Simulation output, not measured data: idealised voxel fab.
The process module that follows is named voxel double patterning.
Section cut is 260 nm wide and gridded with 5 nm square cells.
Reading order for cross-sections: top band down to bottom band. Underlying form: a grid of square cells. Band size: one or more rows of cells. Read a band's entry like this: the first values are the height of its top and the height of its bottom in nm, and what follows is the sequence of materials from left to right, each with its width in nm. Note that "blank" is empty space, and that a single material marked "all across" reaches across the band from edge to edge. Basically, 0 is our baseline, since under it the wafer straight out of the box is all one material. The bottom band has no lower end and keeps on going down, so it looks like "z 0 and below". Per-row width for "30..40": begins at first number (top row of band), ends at second number (bottom row), increment between rows held constant. "everything unchanged" after a step means that no cell of the cross-section changed. For the entry "Trapped void list", the listed items are empty spaces with no open way to the top whose size is 8 cells or more; each item follows the pattern width x height at distance, where distance is from the left edge and all three are in nm. Read whatever lies past the settings on a step's line as the simulator's own remark about the step. overlay nm: mask offset rightward from planned place, masked step; negative means leftward offset.

## Below is the list of planned process steps
1 RECEIVE, material Si
2 CONFORMAL_DEP, material SiN, thk nm 10
3 DIRECTIONAL_DEP, material SiO2, thk nm 15
4 DIRECTIONAL_DEP, material SiCN, thk nm 10
5 PATTERN, tone open, mask id FIRST, material resist, width nm 15, pitch nm 50, thk nm 15, overlay nm 0
6 DIRECTIONAL_ETCH, etch materials SiCN, depth nm 10
7 STRIP, etch materials resist
8 DIRECTIONAL_DEP, material aC, thk nm 15
9 PATTERN, tone open, mask id SECOND, material resist, width nm 15, thk nm 35, overlay nm 0
10 DIRECTIONAL_ETCH, etch materials aC, depth nm 15
11 STRIP, etch materials resist
12 DIRECTIONAL_ETCH, etch materials SiCN, depth nm 10
13 STRIP, etch materials aC
14 DIRECTIONAL_ETCH, etch materials SiO2, depth nm 15
15 STRIP, etch materials SiCN

## Account of the first of two wafers, which was processed as intended

## Cross-section of the incoming wafer, state after step 1
	z 0 and below  Si all across
	Trapped void list: none

## Presented here is a cross-section of the wafer after step 2 has been performed
	z 10 to 0  SiN all across
	Lower than 0, everything is as it was.

## Presented here is a cross-section of the wafer after step 3 has been performed
	z 25 to 10  SiO2 all across
	Lower than 10, everything is as it was.

## Presented here is a cross-section of the wafer after step 4 has been performed
	z 35 to 25  SiCN all across
	Lower than 25, everything is as it was.

## Presented here is a cross-section of the wafer after step 5 has been performed
	z 50 to 35  resist: 95, blank: 15, resist: 35, blank: 15, resist: 100
	Lower than 35, everything is as it was.

## Presented here is a cross-section of the wafer after step 6 has been performed
	z 50 to 35  resist: 95, blank: 15, resist: 35, blank: 15, resist: 100
	z 35 to 25  SiCN: 95, blank: 15, SiCN: 35, blank: 15, SiCN: 100
	Lower than 25, everything is as it was.

## Presented here is a cross-section of the wafer after step 7 has been performed
	z 35 to 25  SiCN: 95, blank: 15, SiCN: 35, blank: 15, SiCN: 100
	Lower than 25, everything is as it was.

## Presented here is a cross-section of the wafer after step 8 has been performed
	z 50 to 40  aC: 95, blank: 15, aC: 35, blank: 15, aC: 100
	z 40 to 35  aC all across
	z 35 to 25  SiCN: 95, aC: 15, SiCN: 35, aC: 15, SiCN: 100
	Lower than 25, everything is as it was.

## Presented here is a cross-section of the wafer after step 9 has been performed
	z 85 to 50  resist: 120, blank: 15, resist: 125
	z 50 to 40  aC: 95, resist: 15, aC: 35, resist: 15, aC: 100
	Lower than 40, everything is as it was.

## Presented here is a cross-section of the wafer after step 10 has been performed
	z 70 to 50  resist: 120, blank: 15, resist: 125
	z 50 to 40  aC: 95, resist: 15, aC: 10, blank: 15, aC: 10, resist: 15, aC: 100
	z 40 to 35  aC: 120, blank: 15, aC: 125
	Lower than 35, everything is as it was.

## Presented here is a cross-section of the wafer after step 11 has been performed
	z 50 to 40  aC: 95, blank: 15, aC: 10, blank: 15, aC: 10, blank: 15, aC: 100
	Lower than 40, everything is as it was.

## Presented here is a cross-section of the wafer after step 12 has been performed
	z 50 to 40  aC: 95, blank: 15, aC: 10, blank: 15, aC: 10, blank: 15, aC: 100
	z 40 to 35  aC: 120, blank: 15, aC: 125
	z 35 to 25  SiCN: 95, aC: 15, SiCN: 10, blank: 15, SiCN: 10, aC: 15, SiCN: 100
	Lower than 25, everything is as it was.

## Presented here is a cross-section of the wafer after step 13 has been performed
	z 35 to 25  SiCN: 95, blank: 15, SiCN: 10, blank: 15, SiCN: 10, blank: 15, SiCN: 100
	Lower than 25, everything is as it was.

## Presented here is a cross-section of the wafer after step 14 has been performed
	z 35 to 25  SiCN: 95, blank: 15, SiCN: 10, blank: 15, SiCN: 10, blank: 15, SiCN: 100
	z 25 to 10  SiO2: 95, blank: 15, SiO2: 10, blank: 15, SiO2: 10, blank: 15, SiO2: 100
	Lower than 10, everything is as it was.

## Presented here is a cross-section of the wafer after step 15 has been performed
	z 25 to 10  SiO2: 95, blank: 15, SiO2: 10, blank: 15, SiO2: 10, blank: 15, SiO2: 100
	Lower than 10, everything is as it was.

## Here the second wafer is described. Its start and its plan were those of the first wafer. Its run contained one mistake. Up to and including step 1, it did exactly what the first wafer did

## Cross-section of the second wafer at the time step 2 of the plan should have ended
	z 15 to 0  SiO2 all across
	Lower than 0, everything is as it was.

## Cross-section of the second wafer at the time step 3 of the plan should have ended
	z 25 to 15  SiN all across
	Lower than 15, everything is as it was.

## Cross-section of the second wafer at the time step 4 of the plan should have ended
	z 35 to 25  SiCN all across
	Lower than 25, everything is as it was.

## Cross-section of the second wafer at the time step 5 of the plan should have ended
	z 50 to 35  resist: 95, blank: 15, resist: 35, blank: 15, resist: 100
	Lower than 35, everything is as it was.

## Cross-section of the second wafer at the time step 6 of the plan should have ended
	z 50 to 35  resist: 95, blank: 15, resist: 35, blank: 15, resist: 100
	z 35 to 25  SiCN: 95, blank: 15, SiCN: 35, blank: 15, SiCN: 100
	Lower than 25, everything is as it was.

## Cross-section of the second wafer at the time step 7 of the plan should have ended
	z 35 to 25  SiCN: 95, blank: 15, SiCN: 35, blank: 15, SiCN: 100
	Lower than 25, everything is as it was.

## Cross-section of the second wafer at the time step 8 of the plan should have ended
	z 50 to 40  aC: 95, blank: 15, aC: 35, blank: 15, aC: 100
	z 40 to 35  aC all across
	z 35 to 25  SiCN: 95, aC: 15, SiCN: 35, aC: 15, SiCN: 100
	Lower than 25, everything is as it was.

## Cross-section of the second wafer at the time step 9 of the plan should have ended
	z 85 to 50  resist: 120, blank: 15, resist: 125
	z 50 to 40  aC: 95, resist: 15, aC: 35, resist: 15, aC: 100
	Lower than 40, everything is as it was.

## Cross-section of the second wafer at the time step 10 of the plan should have ended
	z 70 to 50  resist: 120, blank: 15, resist: 125
	z 50 to 40  aC: 95, resist: 15, aC: 10, blank: 15, aC: 10, resist: 15, aC: 100
	z 40 to 35  aC: 120, blank: 15, aC: 125
	Lower than 35, everything is as it was.

## Cross-section of the second wafer at the time step 11 of the plan should have ended
	z 50 to 40  aC: 95, blank: 15, aC: 10, blank: 15, aC: 10, blank: 15, aC: 100
	Lower than 40, everything is as it was.

## Cross-section of the second wafer at the time step 12 of the plan should have ended
	z 50 to 40  aC: 95, blank: 15, aC: 10, blank: 15, aC: 10, blank: 15, aC: 100
	z 40 to 35  aC: 120, blank: 15, aC: 125
	z 35 to 25  SiCN: 95, aC: 15, SiCN: 10, blank: 15, SiCN: 10, aC: 15, SiCN: 100
	Lower than 25, everything is as it was.

## Cross-section of the second wafer at the time step 13 of the plan should have ended
	z 35 to 25  SiCN: 95, blank: 15, SiCN: 10, blank: 15, SiCN: 10, blank: 15, SiCN: 100
	Lower than 25, everything is as it was.

Cross-section of the second wafer at the time step 14 of the plan should have ended: everything unchanged

## Cross-section of the second wafer at the time step 15 of the plan should have ended
	z 25 to 15  SiN all across
	Lower than 15, everything is as it was.
The plan and the run diverged here: steps 2 and 3 were swapped
The second wafer ends with more or fewer cells of some materials than the first, per final count: SiO2: 27 more
